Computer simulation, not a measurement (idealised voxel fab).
Module name: voxel wiring stack (process module)
cross-section cut | 275 nm wide | cells 5 nm
Cross-section, as written here: a square-cell grid given band by band from the top down, where a band holds one or more rows of cells.
Within each band entry, the heights of the top and of the bottom of the band appear first, in that order and in nm; the materials of the band then follow from left to right, each with its corresponding width in nm. The designation "full width" on a single material indicates that it fills the band from edge to edge; the designation "blank" indicates empty space.
Measure heights from 0. That's the level where, below it, the as-received wafer is all one material. The lowest band is bottomless and extends downward; write it as in "z 0 and below".
You'd read "30..40" like this: the band's top row of cells is as wide as the first number, its bottom row is as wide as the second, and going down, every row changes width by the same amount as the row before did.
It should be understood that the words "nothing different", when stated for a given step, signify that the cross-section underwent no change in any of its cells during that step.
What "Closed internal cavities" gives you is every empty space of 8 cells or more that is cut off from the top. Each appears as width x height at distance, with the distance taken from the left edge and width, height and distance all in nm.
What comes after the settings on a step's line is commentary from the simulator itself on that step.
overlay nm: how far to the right of its planned place the mask lay on this masked step (negative: to the left).
[Here's what the planned process steps look like]
1 op RECEIVE | material Si
2 op CONFORMAL_DEP | material SiO2 | thk nm 10
3 op DIRECTIONAL_DEP | material TiN | thk nm 5
4 op DIRECTIONAL_DEP | material Ru | thk nm 20
5 op DIRECTIONAL_DEP | material aC | thk nm 10
6 op PATTERN | tone cover | mask id METAL_1 | material resist | width nm 25 | pitch nm 40 | thk nm 25 | overlay nm 0
7 op DIRECTIONAL_ETCH | etch materials aC | depth nm 10
8 op STRIP | etch materials resist
9 op DIRECTIONAL_ETCH | etch materials Ru | depth nm 20
10 op DIRECTIONAL_ETCH | etch materials TiN | depth nm 5
11 op STRIP | etch materials aC
12 op CONFORMAL_DEP | material SiN | thk nm 5
13 op FILL_DEP | material lowk | thk nm 5
14 op CMP | height nm 35
15 op CONFORMAL_DEP | material SiCN | thk nm 5
16 op DIRECTIONAL_DEP | material lowk | thk nm 20
17 op PATTERN | tone open | mask id PLUG_1 | material resist | width nm 15 | pitch nm 80 | thk nm 20 | overlay nm 0
18 op DIRECTIONAL_ETCH | etch materials lowk | depth nm 20
19 op DIRECTIONAL_ETCH | etch materials SiCN | depth nm 5
20 op STRIP | etch materials resist
21 op EPI | material Ru | thk nm 10
22 op EPI | material Ru | thk nm 10
23 op EPI | material Ru | thk nm 5
24 op DIRECTIONAL_DEP | material TiN | thk nm 5
25 op DIRECTIONAL_DEP | material W | thk nm 25
26 op DIRECTIONAL_DEP | material aC | thk nm 10
27 op PATTERN | tone cover | mask id METAL_2 | material resist | width nm 25 | pitch nm 40 | thk nm 30 | overlay nm 0
28 op DIRECTIONAL_ETCH | etch materials aC | depth nm 10
29 op STRIP | etch materials resist
30 op DIRECTIONAL_ETCH | etch materials W | depth nm 25
31 op DIRECTIONAL_ETCH | etch materials TiN | depth nm 5
32 op STRIP | etch materials aC
33 op FILL_DEP | material lowk | thk nm 10
34 op CMP | height nm 90
35 op CONFORMAL_DEP | material SiN | thk nm 5
[Delivered wafer in cross-section: state after step 1]
z 0 and below | Si full width
Closed internal cavities: none
[Sectioned view, first of two wafers, at the close of the module, processed as intended in the plan]
z 95 to 90 | SiN full width
z 90 to 65 | lowk 65 / W 25 / lowk 15 / W 25 / lowk 15 / W 25 / lowk 15 / W 25 / lowk 65
z 65 to 60 | lowk 65 / TiN 25 / lowk 15 / TiN 25 / lowk 15 / TiN 25 / lowk 15 / TiN 25 / lowk 65
z 60 to 40 | lowk 65 / Ru 15 / lowk 65 / Ru 15 / lowk 115
z 40 to 35 | SiCN 65 / Ru 15 / SiCN 65 / Ru 15 / SiCN 115
z 35 to 15 | lowk 60 / SiN 5 / Ru 25 / SiN 5 / lowk 5 / SiN 5 / Ru 25 / SiN 5 / lowk 5 / SiN 5 / Ru 25 / SiN 5 / lowk 5 / SiN 5 / Ru 25 / SiN 5 / lowk 60
z 15 to 10 | SiN 65 / TiN 25 / SiN 15 / TiN 25 / SiN 15 / TiN 25 / SiN 15 / TiN 25 / SiN 65
z 10 to 0 | SiO2 full width
z 0 and below | Si full width
Closed internal cavities: none
[This is the second of the two wafers, cross-sectioned at the end of the module; it started exactly like the first and was given the same plan, but it was run with one mistake]
z 95 to 90 | SiN full width
z 90 to 65 | lowk 80 / W 10 / lowk 15 / W 25 / lowk 30 / W 10 / lowk 15 / W 25 / lowk 65
z 65 to 60 | lowk 65 / W 15 / TiN 10 / lowk 15 / TiN 25 / lowk 15 / W 15 / TiN 10 / lowk 15 / TiN 25 / lowk 65
z 60 to 40 | lowk 65 / W 15 / lowk 65 / W 15 / lowk 115
z 40 to 35 | SiCN 65 / TiN 15 / SiCN 65 / TiN 15 / SiCN 115
z 35 to 30 | lowk 60 / SiN 35 / lowk 5 / SiN 35 / lowk 5 / SiN 35 / lowk 5 / SiN 35 / lowk 60
z 30 to 15 | lowk 60 / SiN 5 / Ru 25 / SiN 5 / lowk 5 / SiN 5 / Ru 25 / SiN 5 / lowk 5 / SiN 5 / Ru 25 / SiN 5 / lowk 5 / SiN 5 / Ru 25 / SiN 5 / lowk 60
z 15 to 10 | SiN 65 / Ru 25 / SiN 15 / Ru 25 / SiN 15 / Ru 25 / SiN 15 / Ru 25 / SiN 65
z 10 to 0 | SiO2 full width
z 0 and below | Si full width
Closed internal cavities: none
Finding, execution versus plan: step 3 was left out
Final comparison by cell count, materials where the second wafer has more or fewer than the first: Ru -30, SiN +20, TiN -20, lowk +30
